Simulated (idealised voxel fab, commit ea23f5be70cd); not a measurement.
The process module that follows is named voxel gate over fins.
Each square cell in cross-section cut measures 5 nm, and the section as a whole is 185 nm wide.
We lay out every cross-section as a grid of square cells and spell it out in bands from the top down, where one band means one or more rows of cells. First you get the band's top height and its bottom height, in nm, and then the materials it's made of, left to right, with each width in nm. If you see a single material with "full width", that one covers the band edge to edge. "empty" is empty space. We count height from 0. Below that, the starting wafer is all one material. The lowest band never ends at the bottom but goes on down; see "0 and below" for how that is written. Per-row width for "30..40": begins at first number (top row of band), ends at second number (bottom row), increment between rows held constant. Any step labelled "no change occurred" changed none of the cells in the cross-section. "Closed cavities" - sealed voids, min. 8 cells, no opening to top; format: width x height at distance (distance from left edge; nm throughout). Note: text after step settings on the step line = simulator remark on that step. "overlay nm" on a masked step: distance the mask lay right of its planned place, negative for left.
-- Intended process steps
1: RECEIVE | material Si
2: CONFORMAL_DEP | material SiN | thk nm 10
3: PATTERN | tone cover | mask id FINS | material resist | width nm 15 | pitch nm 45 | thk nm 15 | overlay nm 0
4: DIRECTIONAL_ETCH | etch materials SiN | depth nm 10
5: DIRECTIONAL_ETCH | etch materials Si | depth nm 35
6: STRIP | etch materials resist
7: OXIDIZE | depth nm 5
8: FILL_DEP | material SiO2 | thk nm 5
9: CMP | height nm 10
10: SELECTIVE_ETCH | etch materials SiO2 | depth nm 25
11: STRIP | etch materials SiN
12: CONFORMAL_DEP | material HfO2 | thk nm 5
13: CONFORMAL_DEP | material TiN | thk nm 5
14: FILL_DEP | material W | thk nm 10
15: CMP | height nm 15
16: CONFORMAL_DEP | material SiCN | thk nm 5
-- So this is the incoming wafer in cross-section - it's already been through step 1
  0 and below = Si full width
  Closed cavities: none
-- Here's the wafer cut in cross-section after the module, started and planned just like above, except one thing was done wrong in the run
  20 down to 15 = SiCN full width
  15 down to 10 = W full width
  10 down to 5 = 55 of W; 25 of HfO2; 20 of W; 25 of HfO2; 60 of W
  5 down to 0 = 55 of W; 5 of HfO2; 15 of TiN; 5 of HfO2; 20 of W; 5 of HfO2; 15 of TiN; 5 of HfO2; 60 of W
  0 down to -5 = 55 of W; 5 of HfO2; 5 of TiN; 5 of Si; 5 of TiN; 5 of HfO2; 20 of W; 5 of HfO2; 5 of TiN; 5 of Si; 5 of TiN; 5 of HfO2; 60 of W
  -5 down to -10 = 60 of HfO2; 5 of TiN; 5 of Si; 5 of TiN; 30 of HfO2; 5 of TiN; 5 of Si; 5 of TiN; 65 of HfO2
  -10 down to -15 = 65 of TiN; 5 of Si; 40 of TiN; 5 of Si; 70 of TiN
  -15 down to -40 = 65 of SiO2; 5 of Si; 40 of SiO2; 5 of Si; 70 of SiO2
  -40 and below = Si full width
  Closed cavities: none
Diagnosis: steps 12 and 13 of the plan were each performed in the slot designated for the other
